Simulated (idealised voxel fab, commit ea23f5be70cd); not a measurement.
The following is a process module called voxel ribs on slabs.
175 nm wide, 5 nm square cells: that's cross-section cut.
For the purposes of this document, a cross-section shall be understood as a grid of square cells, specified as bands listed in top-to-bottom order, each band consisting of one or more rows of cells. A band entry consists of two parts. The first gives the height of the band's top and the height of its bottom, in nm. The rest lists the band's materials from left to right, each with its width in nm. A single material labelled with the word "full width" fills the band from edge to edge, and the word "blank" marks empty space. A quick word on heights: they are counted from 0, and under that level the wafer as it came to us is one material throughout. The lowest band is different from the rest in having no bottom; it simply continues downward, written as in "0 and below". With a width like "30->40", each row of cells in the band differs from the next by the same amount, the top row carrying the first number and the bottom row the second. A step reported as "no modification" is a step in which no cell of the cross-section changed. If an empty space has no open way to the top and is at least 8 cells in size, "Sealed cavities" lists it, written width x height at distance, where distance is measured from the left edge and every value is in nm. It should be noted that, on the line of a given step, the content following the step's settings is a remark produced by the simulator itself with respect to that step. A step line may carry the setting "overlay nm", which, for steps involving a mask, states the distance by which the mask lay to the right of its intended position; negative values denote displacement to the left.
[Set out below are the planned steps of the process]
| 1 | RECEIVE [material Si] |
| 2 | DIRECTIONAL_DEP [material SiO2] [thk nm 30] |
| 3 | DIRECTIONAL_DEP [material SiN] [thk nm 20] |
| 4 | MASKED_ETCH [tone cover] [mask id RIB] [width nm 25] [etch materials SiN] [depth nm 5] [overlay nm 0] |
| 5 | PATTERN [tone cover] [mask id SLAB] [material resist] [width nm 85] [thk nm 15] [overlay nm 0] |
| 6 | DIRECTIONAL_ETCH [etch materials SiN] [depth nm 15] |
| 7 | STRIP [etch materials resist] |
| 8 | FILL_DEP [material SiO2] [thk nm 20] |
| 9 | CMP [height nm 60] |
| 10 | DIRECTIONAL_DEP [material W] [thk nm 5] |
| 11 | DIRECTIONAL_DEP [material aC] [thk nm 10] |
| 12 | PATTERN [tone cover] [mask id HEATER] [material resist] [width nm 35] [thk nm 30] [overlay nm 0] |
| 13 | DIRECTIONAL_ETCH [etch materials aC] [depth nm 10] |
| 14 | STRIP [etch materials resist] |
| 15 | DIRECTIONAL_ETCH [etch materials W] [depth nm 5] |
| 16 | STRIP [etch materials aC] |
| 17 | CONFORMAL_DEP [material SiN] [thk nm 5] |
[Below: the first of two wafers, run as planned]
[Step 1 complete: cross-section of the wafer as received]
- 0 and below = Si full width
- Sealed cavities: none
[You're looking at a cross-section of the wafer after step 2]
- 30 down to 0 = SiO2 full width
- Under 0: no change, same as before.
[You're looking at a cross-section of the wafer after step 3]
- 50 down to 30 = SiN full width
- Under 30: no change, same as before.
[You're looking at a cross-section of the wafer after step 4]
- 50 down to 45 = blank: 75; SiN: 25; blank: 75
- Under 45: no change, same as before.
[You're looking at a cross-section of the wafer after step 5]
- 65 down to 50 = blank: 45; resist: 85; blank: 45
- 50 down to 45 = blank: 45; resist: 30; SiN: 25; resist: 30; blank: 45
- Under 45: no change, same as before.
[You're looking at a cross-section of the wafer after step 6]
- 65 down to 50 = blank: 45; resist: 85; blank: 45
- 50 down to 45 = blank: 45; resist: 30; SiN: 25; resist: 30; blank: 45
- 45 down to 30 = blank: 45; SiN: 85; blank: 45
- Under 30: no change, same as before.
[You're looking at a cross-section of the wafer after step 7]
- 50 down to 45 = blank: 75; SiN: 25; blank: 75
- Under 45: no change, same as before.
[You're looking at a cross-section of the wafer after step 8]
- 70 down to 50 = SiO2 full width
- 50 down to 45 = SiO2: 75; SiN: 25; SiO2: 75
- 45 down to 30 = SiO2: 45; SiN: 85; SiO2: 45
- Under 30: no change, same as before.
[You're looking at a cross-section of the wafer after step 9]
- 60 down to 50 = SiO2 full width
- Under 50: no change, same as before.
[You're looking at a cross-section of the wafer after step 10]
- 65 down to 60 = W full width
- Under 60: no change, same as before.
[You're looking at a cross-section of the wafer after step 11]
- 75 down to 65 = aC full width
- Under 65: no change, same as before.
[You're looking at a cross-section of the wafer after step 12]
- 105 down to 75 = blank: 70; resist: 35; blank: 70
- Under 75: no change, same as before.
[You're looking at a cross-section of the wafer after step 13]
- 95 down to 75 = blank: 70; resist: 35; blank: 70
- 75 down to 65 = blank: 70; aC: 35; blank: 70
- Under 65: no change, same as before.
[You're looking at a cross-section of the wafer after step 14]
- 75 down to 65 = blank: 70; aC: 35; blank: 70
- Under 65: no change, same as before.
[You're looking at a cross-section of the wafer after step 15]
- 75 down to 65 = blank: 70; aC: 35; blank: 70
- 65 down to 60 = blank: 70; W: 35; blank: 70
- Under 60: no change, same as before.
[You're looking at a cross-section of the wafer after step 16]
- 65 down to 60 = blank: 70; W: 35; blank: 70
- Under 60: no change, same as before.
[You're looking at a cross-section of the wafer after step 17]
- 70 down to 65 = blank: 65; SiN: 45; blank: 65
- 65 down to 60 = SiN: 70; W: 35; SiN: 70
- Under 60: no change, same as before.
[Second wafer. Start and plan as for the first. One mistake made in running. Agrees with the first up to and including step 2]
[Second wafer profile in section, at the moment step 3 of the plan was meant to be complete]
- 70 down to 30 = SiN full width
- Under 30: no change, same as before.
[Second wafer profile in section, at the moment step 4 of the plan was meant to be complete]
- 70 down to 65 = blank: 75; SiN: 25; blank: 75
- Under 65: no change, same as before.
[Second wafer profile in section, at the moment step 5 of the plan was meant to be complete]
- 85 down to 70 = blank: 45; resist: 85; blank: 45
- 70 down to 65 = blank: 45; resist: 30; SiN: 25; resist: 30; blank: 45
- Under 65: no change, same as before.
[Second wafer profile in section, at the moment step 6 of the plan was meant to be complete]
- 85 down to 70 = blank: 45; resist: 85; blank: 45
- 70 down to 65 = blank: 45; resist: 30; SiN: 25; resist: 30; blank: 45
- 65 down to 50 = blank: 45; SiN: 85; blank: 45
- Under 50: no change, same as before.
[Second wafer profile in section, at the moment step 7 of the plan was meant to be complete]
- 70 down to 65 = blank: 75; SiN: 25; blank: 75
- Under 65: no change, same as before.
[Second wafer profile in section, at the moment step 8 of the plan was meant to be complete]
- 90 down to 70 = SiO2 full width
- 70 down to 65 = SiO2: 75; SiN: 25; SiO2: 75
- 65 down to 50 = SiO2: 45; SiN: 85; SiO2: 45
- Under 50: no change, same as before.
[Second wafer profile in section, at the moment step 9 of the plan was meant to be complete]
- 60 down to 50 = SiO2: 45; SiN: 85; SiO2: 45
- Under 50: no change, same as before.
[Second wafer profile in section, at the moment step 10 of the plan was meant to be complete]
- 65 down to 60 = W full width
- Under 60: no change, same as before.
[Second wafer profile in section, at the moment step 11 of the plan was meant to be complete]
- 75 down to 65 = aC full width
- Under 65: no change, same as before.
[Second wafer profile in section, at the moment step 12 of the plan was meant to be complete]
- 105 down to 75 = blank: 70; resist: 35; blank: 70
- Under 75: no change, same as before.
[Second wafer profile in section, at the moment step 13 of the plan was meant to be complete]
- 95 down to 75 = blank: 70; resist: 35; blank: 70
- 75 down to 65 = blank: 70; aC: 35; blank: 70
- Under 65: no change, same as before.
[Second wafer profile in section, at the moment step 14 of the plan was meant to be complete]
- 75 down to 65 = blank: 70; aC: 35; blank: 70
- Under 65: no change, same as before.
[Second wafer profile in section, at the moment step 15 of the plan was meant to be complete]
- 75 down to 65 = blank: 70; aC: 35; blank: 70
- 65 down to 60 = blank: 70; W: 35; blank: 70
- Under 60: no change, same as before.
[Second wafer profile in section, at the moment step 16 of the plan was meant to be complete]
- 65 down to 60 = blank: 70; W: 35; blank: 70
- Under 60: no change, same as before.
[Second wafer profile in section, at the moment step 17 of the plan was meant to be complete]
- 70 down to 65 = blank: 65; SiN: 45; blank: 65
- 65 down to 60 = SiN: 70; W: 35; SiN: 70
- Under 60: no change, same as before.
Short version of what went wrong: step 3 in the plan was executed twice
End of process, cell counts, second wafer against first, materials with more or fewer: +118 SiN | -118 SiO2
